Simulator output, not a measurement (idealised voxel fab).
Proc. module: voxel wiring stack
Each square cell in cross-section cut measures 5 nm, and the section as a whole is 240 nm wide.
Cross-section, as written here: a square-cell grid given band by band from the top down, where a band holds one or more rows of cells. This entry defines a band. It first specifies the height of the band's top and the height of its bottom in nm, and then specifies the band's materials from left to right, stating each material with its width in nm. The word "all across" identifies a single material that fills the band from edge to edge, while the word "air" identifies empty space. Heights are measured from 0, the level below which the as-received wafer is all one material; the lowest band has no bottom and continues downward, written as in "from 0 down". Note: "30->40" means the width goes from the first number (top row of the band) to the second number (bottom row) in equal steps per row of cells. The cross-section has no changed cell in any step marked "no modifications". "Sealed void list": sealed empty spaces, 8 cells or more, no open way to top, listed width x height at distance, with distance from the left edge and width, height and distance in nm. That trailing text on a step's line, after the settings, is the simulator's own remark on the step. A step's line can hold "overlay nm"; with a mask on that step, the setting says how far right of the planned place the mask lay, while a negative setting says it lay to the left.

### The process steps that were planned are listed below
- 1: RECEIVE, material Si
- 2: CONFORMAL_DEP, material SiO2, thk nm 10
- 3: DIRECTIONAL_DEP, material TiN, thk nm 5
- 4: DIRECTIONAL_DEP, material W, thk nm 25
- 5: MASKED_ETCH, tone cover, mask id METAL_1, width nm 20, pitch nm 40, etch materials W, depth nm 25, overlay nm 0
- 6: MASKED_ETCH, tone cover, mask id METAL_1, width nm 20, pitch nm 40, etch materials TiN, depth nm 5, overlay nm 0
- 7: FILL_DEP, material lowk, thk nm 5
- 8: CMP, height nm 40
- 9: CONFORMAL_DEP, material SiCN, thk nm 5
- 10: DIRECTIONAL_DEP, material lowk, thk nm 10
- 11: MASKED_ETCH, tone open, mask id PLUG_1, width nm 15, pitch nm 40, etch materials lowk, depth nm 10, overlay nm 0
- 12: MASKED_ETCH, tone open, mask id PLUG_1, width nm 15, pitch nm 40, etch materials SiCN, depth nm 5, overlay nm 0
- 13: EPI, material Ru, thk nm 10
- 14: EPI, material Ru, thk nm 5
- 15: CONFORMAL_DEP, material SiCN, thk nm 5
- 16: DIRECTIONAL_DEP, material lowk, thk nm 15
- 17: PATTERN, tone open, mask id METAL_2, material resist, width nm 20, pitch nm 40, thk nm 15, overlay nm 0
- 18: DIRECTIONAL_ETCH, etch materials lowk, depth nm 15
- 19: DIRECTIONAL_ETCH, etch materials SiCN, depth nm 5
- 20: STRIP, etch materials resist
- 21: CONFORMAL_DEP, material TiN, thk nm 5
- 22: FILL_DEP, material Cu, thk nm 10
- 23: CMP, height nm 75
- 24: EPI, material Ru, thk nm 5
- 25: FILL_DEP, material SiCN, thk nm 5
- 26: DIRECTIONAL_DEP, material lowk, thk nm 20
- 27: MASKED_ETCH, tone open, mask id PLUG_2, width nm 15, pitch nm 80, etch materials lowk, depth nm 20, overlay nm 0
- 28: MASKED_ETCH, tone open, mask id PLUG_2, width nm 15, pitch nm 80, etch materials SiCN, depth nm 5, overlay nm 0
- 29: EPI, material Ru, thk nm 10
- 30: EPI, material Ru, thk nm 10
- 31: EPI, material Ru, thk nm 5
- 32: CONFORMAL_DEP, material SiCN, thk nm 5
- 33: DIRECTIONAL_DEP, material lowk, thk nm 25
- 34: PATTERN, tone open, mask id METAL_3, material resist, width nm 20, pitch nm 40, thk nm 20, overlay nm 0
- 35: DIRECTIONAL_ETCH, etch materials lowk, depth nm 25
- 36: DIRECTIONAL_ETCH, etch materials SiCN, depth nm 5
- 37: STRIP, etch materials resist
- 38: CONFORMAL_DEP, material TiN, thk nm 5
- 39: FILL_DEP, material Ru, thk nm 10
- 40: CMP, height nm 135
- 41: CONFORMAL_DEP, material SiCN, thk nm 5

### Wafer as received: cross-section following step 1
> from 0 down = Si all across
> Sealed void list: none

### Cross-section at module end, one run error; start and plan unchanged from above
> from 155 to 150 = SiCN all across
> from 150 to 140 = Ru all across
> from 140 to 135 = TiN=55, Ru=10, TiN=30, Ru=10, TiN=30, Ru=10, TiN=30, Ru=10, TiN=55
> from 135 to 110 = lowk=50, TiN=5, Ru=10, TiN=5, lowk=20, TiN=5, Ru=10, TiN=5, lowk=20, TiN=5, Ru=10, TiN=5, lowk=20, TiN=5, Ru=10, TiN=5, lowk=50
> from 110 to 105 = SiCN=50, TiN=20, SiCN=20, TiN=20, SiCN=20, TiN=20, SiCN=20, TiN=20, SiCN=50
> from 105 to 85 = lowk=50, Ru=15, lowk=65, Ru=15, lowk=95
> from 85 to 80 = SiCN=50, Ru=15, SiCN=65, Ru=15, SiCN=95
> from 80 to 75 = SiCN=45, Ru=30, SiCN=10, Ru=30, SiCN=10, Ru=30, SiCN=10, Ru=30, SiCN=45
> from 75 to 60 = lowk=50, TiN=5, Cu=10, TiN=5, lowk=20, TiN=5, Cu=10, TiN=5, lowk=20, TiN=5, Cu=10, TiN=5, lowk=20, TiN=5, Cu=10, TiN=5, lowk=50
> from 60 to 55 = SiCN=50, TiN=20, SiCN=20, TiN=20, SiCN=20, TiN=20, SiCN=20, TiN=20, SiCN=50
> from 55 to 45 = lowk=50, Ru=15, lowk=25, Ru=15, lowk=25, Ru=15, lowk=25, Ru=15, lowk=55
> from 45 to 40 = SiCN=50, Ru=15, SiCN=25, Ru=15, SiCN=25, Ru=15, SiCN=25, Ru=15, SiCN=55
> from 40 to 15 = lowk=50, W=20, lowk=20, W=20, lowk=20, W=20, lowk=20, W=20, lowk=50
> from 15 to 10 = lowk=50, TiN=20, lowk=20, TiN=20, lowk=20, TiN=20, lowk=20, TiN=20, lowk=50
> from 10 to 0 = SiO2 all across
> from 0 down = Si all across
> Sealed void list: none
Where did the run depart from the plan? the plan's step 40 was left out and never carried out
